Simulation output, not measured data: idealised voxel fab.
process module | voxel self aligned vias
cross-section cut | 250 nm wide | cells 5 nm
A cross-section is a grid of square cells, given in bands from the top down. A band is one or more rows of cells.
Each band's line starts with the height of the band's top and of its bottom, in nm. Then come its materials from left to right, each with its width in nm. One material with "throughout" fills the band from edge to edge. "air" is empty space.
Height 0 is the level under which the wafer as received is all one material. The lowest band goes on downwards, as in "0 down".
A width such as "30 to 40" changes by the same amount from each row of cells to the next, from the band's top row to its bottom row.
"no change" after a step means that no cell of the cross-section changed.
closed voids: empty space of 8 cells or more with no open way to the top, each as width x height at its distance from the left edge, in nm
after a step's settings: what the simulator itself notes on the step
overlay nm, on a step with a mask: how far to the right of its planned place the mask lay; to the left if negative
plan
1 op RECEIVE | material Si
2 op CONFORMAL_DEP | material SiO2 | thk nm 10
3 op CONFORMAL_DEP | material SiCN | thk nm 5
4 op DIRECTIONAL_DEP | material lowk | thk nm 25
5 op PATTERN | tone open | mask id LINES | material resist | width nm 30 | pitch nm 65 | thk nm 15 | overlay nm 0
6 op DIRECTIONAL_ETCH | etch materials lowk | depth nm 25
7 op STRIP | etch materials resist
8 op CONFORMAL_DEP | material TiN | thk nm 5
9 op FILL_DEP | material Ru | thk nm 10
10 op CMP | height nm 40
11 op SELECTIVE_ETCH | etch materials W Ru TiN | depth nm 10
12 op FILL_DEP | material SiN | thk nm 10
13 op CMP | height nm 30
14 op DIRECTIONAL_DEP | material lowk | thk nm 15
15 op PATTERN | tone open | mask id VIAS | material resist | width nm 50 | pitch nm 65 | thk nm 20 | overlay nm 0
16 op DIRECTIONAL_ETCH | etch materials lowk | depth nm 15
17 op DIRECTIONAL_ETCH | etch materials SiN | depth nm 10
18 op STRIP | etch materials resist
19 op CONFORMAL_DEP | material TiN | thk nm 5
20 op FILL_DEP | material W | thk nm 5
21 op CMP | height nm 55
22 op CONFORMAL_DEP | material SiN | thk nm 5
varied across the wafers: height nm of step 13. The plan shows the first wafer's value. All wafers start alike
first wafer as received, after step 1
  0 down: Si throughout
  closed voids: none
each wafer at the end: cells of each material gained (+) or lost (-) since it was received, then its closed voids
height nm 30 | +24 Ru | +50 SiCN | +50 SiN | +100 SiO2 | +98 TiN | +122 W | +156 lowk | closed voids: none
height nm 35 | +24 Ru | +50 SiCN | +50 SiN | +100 SiO2 | +104 TiN | +84 W | +188 lowk | closed voids: none
height nm 40 | +24 Ru | +50 SiCN | +50 SiN | +100 SiO2 | +84 TiN | +72 W | +220 lowk | closed voids: none
height nm 45 | +24 Ru | +50 SiCN | +88 SiN | +100 SiO2 | +78 TiN | +60 W | +200 lowk | closed voids: none
height nm 50 | +24 Ru | +50 SiCN | +126 SiN | +100 SiO2 | +72 TiN | +48 W | +180 lowk | closed voids: none
